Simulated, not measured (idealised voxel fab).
Presented below is a process module, voxel capacitor over wiring.
This is section cut - it's 180 nm across, gridded in 5 nm square cells.
Cross-section = grid of square cells, listed top down in bands; band = one or more rows. Each band's line starts with the height of the band's top and of its bottom, in nm. Then come its materials from left to right, each with its width in nm. One material with "throughout" fills the band from edge to edge. "blank" is empty space. The level at which height equals 0 is the one under which the wafer, as it arrives, is entirely one material. No lower edge exists for the bottom band, which continues downward and is notated as in "0 -> down". The notation "30 to 40" denotes a width that varies across the rows of cells in the band, beginning at the first number in the top row, finishing at the second number in the bottom row, and changing by an identical amount from each row to the next. Basically "remains unaltered" means that step didn't change any cell in the cross-section. Closed-off voids of 8+ cells (no open route to the top) go in "Sealed cavities", written width x height at distance from the left edge, in nm. What comes after the settings on a step's line is commentary from the simulator itself on that step. What "overlay nm" on a step's line means: if the step has a mask, that mask lay this far to the right of its planned place, or, when the value is negative, to the left.

[Process steps foreseen in the plan]
1. RECEIVE [material Si]
2. CONFORMAL_DEP [material SiO2] [thk nm 15]
3. CONFORMAL_DEP [material SiN] [thk nm 5]
4. DIRECTIONAL_DEP [material lowk] [thk nm 15]
5. PATTERN [tone open] [mask id METAL_1] [material resist] [width nm 30] [pitch nm 85] [thk nm 20] [overlay nm 0]
6. DIRECTIONAL_ETCH [etch materials lowk] [depth nm 15]
7. DIRECTIONAL_ETCH [etch materials SiN] [depth nm 5]
8. STRIP [etch materials resist]
9. CONFORMAL_DEP [material TiN] [thk nm 5]
10. FILL_DEP [material Ru] [thk nm 10]
11. CMP [height nm 35]
12. CONFORMAL_DEP [material SiCN] [thk nm 5]
13. DIRECTIONAL_DEP [material lowk] [thk nm 15]
14. DIRECTIONAL_DEP [material aC] [thk nm 10]
15. PATTERN [tone open] [mask id PLUG_1] [material resist] [width nm 15] [thk nm 25] [overlay nm 0]
16. DIRECTIONAL_ETCH [etch materials aC] [depth nm 10]
17. STRIP [etch materials resist]
18. DIRECTIONAL_ETCH [etch materials lowk] [depth nm 15]
19. DIRECTIONAL_ETCH [etch materials SiCN] [depth nm 5]
20. STRIP [etch materials aC]
21. CONFORMAL_DEP [material TiN] [thk nm 5]
22. FILL_DEP [material W] [thk nm 10]
23. CMP [height nm 55]
24. DIRECTIONAL_DEP [material TiN] [thk nm 5]
25. DIRECTIONAL_DEP [material Al2O3] [thk nm 5]
26. DIRECTIONAL_DEP [material TiN] [thk nm 10]
27. PATTERN [tone cover] [mask id UPPER_PLATE] [material resist] [width nm 60] [thk nm 15] [overlay nm 0]
28. DIRECTIONAL_ETCH [etch materials TiN] [depth nm 10]
29. DIRECTIONAL_ETCH [etch materials Al2O3] [depth nm 5]
30. STRIP [etch materials resist]
31. MASKED_ETCH [tone cover] [mask id LOWER_PLATE] [width nm 70] [etch materials TiN] [depth nm 5] [overlay nm 0]
32. FILL_DEP [material SiO2] [thk nm 20]
33. CMP [height nm 90]
34. MASKED_ETCH [tone open] [mask id PLUG_2] [width nm 15] [etch materials SiO2] [depth nm 15] [overlay nm 0]
35. CONFORMAL_DEP [material TiN] [thk nm 5]
36. FILL_DEP [material W] [thk nm 10]
37. CMP [height nm 90]
38. CONFORMAL_DEP [material SiN] [thk nm 5]

[Wafer as received: cross-section following step 1]
* 0 -> down | Si throughout
* Sealed cavities: none

[Cross-section, end of module. Start: as above. Plan: as above. Execution: one mistake]
* 95 -> 90 | SiN throughout
* 90 -> 80 | SiO2 (55)  TiN (5)  W (5)  TiN (5)  SiO2 (110)
* 80 -> 75 | SiO2 (55)  TiN (15)  SiO2 (110)
* 75 -> 70 | SiO2 throughout
* 70 -> 65 | SiO2 (45)  TiN (60)  SiO2 (75)
* 65 -> 60 | SiO2 (45)  Al2O3 (60)  SiO2 (75)
* 60 -> 55 | TiN (40)  SiO2 (5)  TiN (60)  SiO2 (5)  TiN (70)
* 55 -> 40 | lowk (45)  TiN (5)  W (5)  TiN (5)  lowk (120)
* 40 -> 35 | SiCN (45)  TiN (15)  SiCN (120)
* 35 -> 20 | lowk (30)  TiN (5)  Ru (20)  TiN (5)  lowk (55)  TiN (5)  Ru (20)  TiN (5)  lowk (35)
* 20 -> 15 | SiN (30)  TiN (30)  SiN (55)  TiN (30)  SiN (35)
* 15 -> 0 | SiO2 throughout
* 0 -> down | Si throughout
* Sealed cavities: none
Short version of what went wrong: step 31 ran with different settings than intended, the actual operation and settings being MASKED_ETCH [tone open] [mask id LOWER_PLATE] [width nm 70] [etch materials TiN] [depth nm 5] [overlay nm 0]
